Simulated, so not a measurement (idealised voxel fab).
process module | voxel wiring stack
cross-section cut | 270 nm wide | cells 5 nm
A cross-section is a grid of square cells, given in bands from the top down. A band is one or more rows of cells.
Each band's line starts with the height of the band's top and of its bottom, in nm. Then come its materials from left to right, each with its width in nm. One material with "throughout" fills the band from edge to edge. "air" is empty space.
Height 0 is the level under which the wafer as received is all one material. The lowest band goes on downwards, as in "0 down".
A width such as "30 to 40" changes by the same amount from each row of cells to the next, from the band's top row to its bottom row.
"no change" after a step means that no cell of the cross-section changed.
closed voids: empty space of 8 cells or more with no open way to the top, each as width x height at its distance from the left edge, in nm
after a step's settings: what the simulator itself notes on the step
overlay nm, on a step with a mask: how far to the right of its planned place the mask lay; to the left if negative
plan
1 op RECEIVE | material Si
2 op CONFORMAL_DEP | material SiO2 | thk nm 10
3 op CONFORMAL_DEP | material SiCN | thk nm 5
4 op DIRECTIONAL_DEP | material SiO2 | thk nm 20
5 op DIRECTIONAL_DEP | material aC | thk nm 10
6 op PATTERN | tone open | mask id METAL_1 | material resist | width nm 20 | pitch nm 45 | thk nm 30 | overlay nm 0
7 op DIRECTIONAL_ETCH | etch materials aC | depth nm 10
8 op STRIP | etch materials resist
9 op DIRECTIONAL_ETCH | etch materials SiO2 | depth nm 20
10 op DIRECTIONAL_ETCH | etch materials SiCN | depth nm 5
11 op STRIP | etch materials aC
12 op CONFORMAL_DEP | material TiN | thk nm 5
13 op FILL_DEP | material Cu | thk nm 10
14 op CMP | height nm 35
15 op EPI | material Ru | thk nm 5
16 op FILL_DEP | material SiCN | thk nm 5
17 op DIRECTIONAL_DEP | material SiO2 | thk nm 20
18 op PATTERN | tone open | mask id PLUG_1 | material resist | width nm 15 | thk nm 15 | overlay nm 0
19 op DIRECTIONAL_ETCH | etch materials SiO2 | depth nm 20
20 op DIRECTIONAL_ETCH | etch materials SiCN | depth nm 5
21 op STRIP | etch materials resist
22 op CONFORMAL_DEP | material TiN | thk nm 5
23 op FILL_DEP | material Ru | thk nm 5
24 op CMP | height nm 65
25 op DIRECTIONAL_DEP | material TiN | thk nm 5
26 op DIRECTIONAL_DEP | material Ru | thk nm 25
27 op MASKED_ETCH | tone cover | mask id METAL_2 | width nm 20 | pitch nm 45 | etch materials Ru | depth nm 25 | overlay nm 0
28 op MASKED_ETCH | tone cover | mask id METAL_2 | width nm 20 | pitch nm 45 | etch materials TiN | depth nm 5 | overlay nm 0
29 op CONFORMAL_DEP | material SiN | thk nm 5
30 op FILL_DEP | material lowk | thk nm 5
31 op CMP | height nm 95
32 op CONFORMAL_DEP | material SiCN | thk nm 5
33 op DIRECTIONAL_DEP | material SiO2 | thk nm 15
34 op PATTERN | tone open | mask id PLUG_2 | material resist | width nm 15 | pitch nm 45 | thk nm 15 | overlay nm 0
35 op DIRECTIONAL_ETCH | etch materials SiO2 | depth nm 15
36 op DIRECTIONAL_ETCH | etch materials SiCN | depth nm 5
37 op STRIP | etch materials resist
38 op CONFORMAL_DEP | material TiN | thk nm 5
39 op FILL_DEP | material Ru | thk nm 10
40 op CMP | height nm 115
41 op DIRECTIONAL_DEP | material TiN | thk nm 5
42 op DIRECTIONAL_DEP | material Ru | thk nm 15
43 op MASKED_ETCH | tone cover | mask id METAL_3 | width nm 20 | pitch nm 45 | etch materials Ru | depth nm 15 | overlay nm 0
44 op MASKED_ETCH | tone cover | mask id METAL_3 | width nm 20 | pitch nm 45 | etch materials TiN | depth nm 5 | overlay nm 0
45 op CONFORMAL_DEP | material SiCN | thk nm 5
46 op FILL_DEP | material SiO2 | thk nm 10
47 op CMP | height nm 135
48 op CONFORMAL_DEP | material SiCN | thk nm 5
first wafer, as planned
as received, after step 1
  0 down: Si throughout
  closed voids: none
after step 2
  10 to 0: SiO2 throughout
  below 0: unchanged
after step 3
  15 to 10: SiCN throughout
  below 10: unchanged
after step 4
  35 to 15: SiO2 throughout
  below 15: unchanged
after step 5
  45 to 35: aC throughout
  below 35: unchanged
after step 6
  75 to 45: resist 100 | air 20 | resist 25 | air 20 | resist 105
  below 45: unchanged
after step 7
  65 to 45: resist 100 | air 20 | resist 25 | air 20 | resist 105
  45 to 35: aC 100 | air 20 | aC 25 | air 20 | aC 105
  below 35: unchanged
after step 8
  45 to 35: aC 100 | air 20 | aC 25 | air 20 | aC 105
  below 35: unchanged
after step 9
  45 to 35: aC 100 | air 20 | aC 25 | air 20 | aC 105
  35 to 15: SiO2 100 | air 20 | SiO2 25 | air 20 | SiO2 105
  below 15: unchanged
after step 10
  45 to 35: aC 100 | air 20 | aC 25 | air 20 | aC 105
  35 to 15: SiO2 100 | air 20 | SiO2 25 | air 20 | SiO2 105
  15 to 10: SiCN 100 | air 20 | SiCN 25 | air 20 | SiCN 105
  below 10: unchanged
after step 11
  35 to 15: SiO2 100 | air 20 | SiO2 25 | air 20 | SiO2 105
  below 15: unchanged
after step 12
  40 to 35: TiN 105 | air 10 | TiN 35 | air 10 | TiN 110
  35 to 15: SiO2 100 | TiN 5 | air 10 | TiN 5 | SiO2 25 | TiN 5 | air 10 | TiN 5 | SiO2 105
  15 to 10: SiCN 100 | TiN 20 | SiCN 25 | TiN 20 | SiCN 105
  below 10: unchanged
after step 13
  50 to 40: Cu throughout
  40 to 35: TiN 105 | Cu 10 | TiN 35 | Cu 10 | TiN 110
  35 to 15: SiO2 100 | TiN 5 | Cu 10 | TiN 5 | SiO2 25 | TiN 5 | Cu 10 | TiN 5 | SiO2 105
  below 15: unchanged
after step 14
  35 to 15: SiO2 100 | TiN 5 | Cu 10 | TiN 5 | SiO2 25 | TiN 5 | Cu 10 | TiN 5 | SiO2 105
  below 15: unchanged
after step 15
  40 to 35: air 95 | Ru 30 | air 15 | Ru 30 | air 100
  below 35: unchanged
after step 16
  45 to 40: SiCN throughout
  40 to 35: SiCN 95 | Ru 30 | SiCN 15 | Ru 30 | SiCN 100
  below 35: unchanged
after step 17
  65 to 45: SiO2 throughout
  below 45: unchanged
after step 18
  80 to 65: resist 100 | air 15 | resist 155
  below 65: unchanged
after step 19
  80 to 65: resist 100 | air 15 | resist 155
  65 to 45: SiO2 100 | air 15 | SiO2 155
  below 45: unchanged
after step 20
  80 to 65: resist 100 | air 15 | resist 155
  65 to 45: SiO2 100 | air 15 | SiO2 155
  45 to 40: SiCN 100 | air 15 | SiCN 155
  below 40: unchanged
after step 21
  65 to 45: SiO2 100 | air 15 | SiO2 155
  below 45: unchanged
after step 22
  70 to 65: TiN 105 | air 5 | TiN 160
  65 to 45: SiO2 100 | TiN 5 | air 5 | TiN 5 | SiO2 155
  45 to 40: SiCN 100 | TiN 15 | SiCN 155
  below 40: unchanged
after step 23
  75 to 70: Ru throughout
  70 to 65: TiN 105 | Ru 5 | TiN 160
  65 to 45: SiO2 100 | TiN 5 | Ru 5 | TiN 5 | SiO2 155
  below 45: unchanged
after step 24
  65 to 45: SiO2 100 | TiN 5 | Ru 5 | TiN 5 | SiO2 155
  below 45: unchanged
after step 25
  70 to 65: TiN throughout
  below 65: unchanged
after step 26
  95 to 70: Ru throughout
  below 70: unchanged
after step 27
  95 to 70: air 100 | Ru 20 | air 25 | Ru 20 | air 105
  below 70: unchanged
after step 28
  95 to 70: air 100 | Ru 20 | air 25 | Ru 20 | air 105
  70 to 65: air 100 | TiN 20 | air 25 | TiN 20 | air 105
  below 65: unchanged
after step 29
  100 to 95: air 95 | SiN 30 | air 15 | SiN 30 | air 100
  95 to 70: air 95 | SiN 5 | Ru 20 | SiN 5 | air 15 | SiN 5 | Ru 20 | SiN 5 | air 100
  70 to 65: SiN 100 | TiN 20 | SiN 25 | TiN 20 | SiN 105
  below 65: unchanged
after step 30
  105 to 100: lowk throughout
  100 to 95: lowk 95 | SiN 30 | lowk 15 | SiN 30 | lowk 100
  95 to 70: lowk 95 | SiN 5 | Ru 20 | SiN 5 | lowk 15 | SiN 5 | Ru 20 | SiN 5 | lowk 100
  below 70: unchanged
after step 31
  95 to 70: lowk 95 | SiN 5 | Ru 20 | SiN 5 | lowk 15 | SiN 5 | Ru 20 | SiN 5 | lowk 100
  below 70: unchanged
after step 32
  100 to 95: SiCN throughout
  below 95: unchanged
after step 33
  115 to 100: SiO2 throughout
  below 100: unchanged
after step 34
  130 to 115: resist 100 | air 15 | resist 30 | air 15 | resist 110
  below 115: unchanged
after step 35
  130 to 115: resist 100 | air 15 | resist 30 | air 15 | resist 110
  115 to 100: SiO2 100 | air 15 | SiO2 30 | air 15 | SiO2 110
  below 100: unchanged
after step 36
  130 to 115: resist 100 | air 15 | resist 30 | air 15 | resist 110
  115 to 100: SiO2 100 | air 15 | SiO2 30 | air 15 | SiO2 110
  100 to 95: SiCN 100 | air 15 | SiCN 30 | air 15 | SiCN 110
  below 95: unchanged
after step 37
  115 to 100: SiO2 100 | air 15 | SiO2 30 | air 15 | SiO2 110
  below 100: unchanged
after step 38
  120 to 115: TiN 105 | air 5 | TiN 40 | air 5 | TiN 115
  115 to 100: SiO2 100 | TiN 5 | air 5 | TiN 5 | SiO2 30 | TiN 5 | air 5 | TiN 5 | SiO2 110
  100 to 95: SiCN 100 | TiN 15 | SiCN 30 | TiN 15 | SiCN 110
  below 95: unchanged
after step 39
  130 to 120: Ru throughout
  120 to 115: TiN 105 | Ru 5 | TiN 40 | Ru 5 | TiN 115
  115 to 100: SiO2 100 | TiN 5 | Ru 5 | TiN 5 | SiO2 30 | TiN 5 | Ru 5 | TiN 5 | SiO2 110
  below 100: unchanged
after step 40
  115 to 100: SiO2 100 | TiN 5 | Ru 5 | TiN 5 | SiO2 30 | TiN 5 | Ru 5 | TiN 5 | SiO2 110
  below 100: unchanged
after step 41
  120 to 115: TiN throughout
  below 115: unchanged
after step 42
  135 to 120: Ru throughout
  below 120: unchanged
after step 43
  135 to 120: air 100 | Ru 20 | air 25 | Ru 20 | air 105
  below 120: unchanged
after step 44
  135 to 120: air 100 | Ru 20 | air 25 | Ru 20 | air 105
  120 to 115: air 100 | TiN 20 | air 25 | TiN 20 | air 105
  below 115: unchanged
after step 45
  140 to 135: air 95 | SiCN 30 | air 15 | SiCN 30 | air 100
  135 to 120: air 95 | SiCN 5 | Ru 20 | SiCN 5 | air 15 | SiCN 5 | Ru 20 | SiCN 5 | air 100
  120 to 115: SiCN 100 | TiN 20 | SiCN 25 | TiN 20 | SiCN 105
  below 115: unchanged
after step 46
  150 to 140: SiO2 throughout
  140 to 135: SiO2 95 | SiCN 30 | SiO2 15 | SiCN 30 | SiO2 100
  135 to 120: SiO2 95 | SiCN 5 | Ru 20 | SiCN 5 | SiO2 15 | SiCN 5 | Ru 20 | SiCN 5 | SiO2 100
  below 120: unchanged
after step 47
  135 to 120: SiO2 95 | SiCN 5 | Ru 20 | SiCN 5 | SiO2 15 | SiCN 5 | Ru 20 | SiCN 5 | SiO2 100
  below 120: unchanged
after step 48
  140 to 135: SiCN throughout
  below 135: unchanged
second wafer: like start, like plan, one mistake. Through step 42 it matches the first wafer
when step 43 should have ended
  135 to 120: air 100 | Ru 25 | air 20 | Ru 25 | air 100
  below 120: unchanged
when step 44 should have ended
  135 to 120: air 100 | Ru 25 | air 20 | Ru 25 | air 100
  120 to 115: air 100 | TiN 25 | air 20 | TiN 25 | air 100
  below 115: unchanged
when step 45 should have ended
  140 to 135: air 95 | SiCN 35 | air 10 | SiCN 35 | air 95
  135 to 120: air 95 | SiCN 5 | Ru 25 | SiCN 5 | air 10 | SiCN 5 | Ru 25 | SiCN 5 | air 95
  120 to 115: SiCN 100 | TiN 25 | SiCN 20 | TiN 25 | SiCN 100
  below 115: unchanged
when step 46 should have ended
  150 to 140: SiO2 throughout
  140 to 135: SiO2 95 | SiCN 35 | SiO2 10 | SiCN 35 | SiO2 95
  135 to 120: SiO2 95 | SiCN 5 | Ru 25 | SiCN 5 | SiO2 10 | SiCN 5 | Ru 25 | SiCN 5 | SiO2 95
  below 120: unchanged
when step 47 should have ended
  135 to 120: SiO2 95 | SiCN 5 | Ru 25 | SiCN 5 | SiO2 10 | SiCN 5 | Ru 25 | SiCN 5 | SiO2 95
  below 120: unchanged
when step 48 should have ended
  140 to 135: SiCN throughout
  below 135: unchanged
what went wrong: step 43 ran as: op MASKED_ETCH | tone cover | mask id METAL_3 | width nm 25 | pitch nm 45 | etch materials Ru | depth nm 15 | overlay nm 0
at the end the second wafer has, in cells: 6 more of Ru | 2 fewer of SiCN | 6 fewer of SiO2 | 2 more of TiN
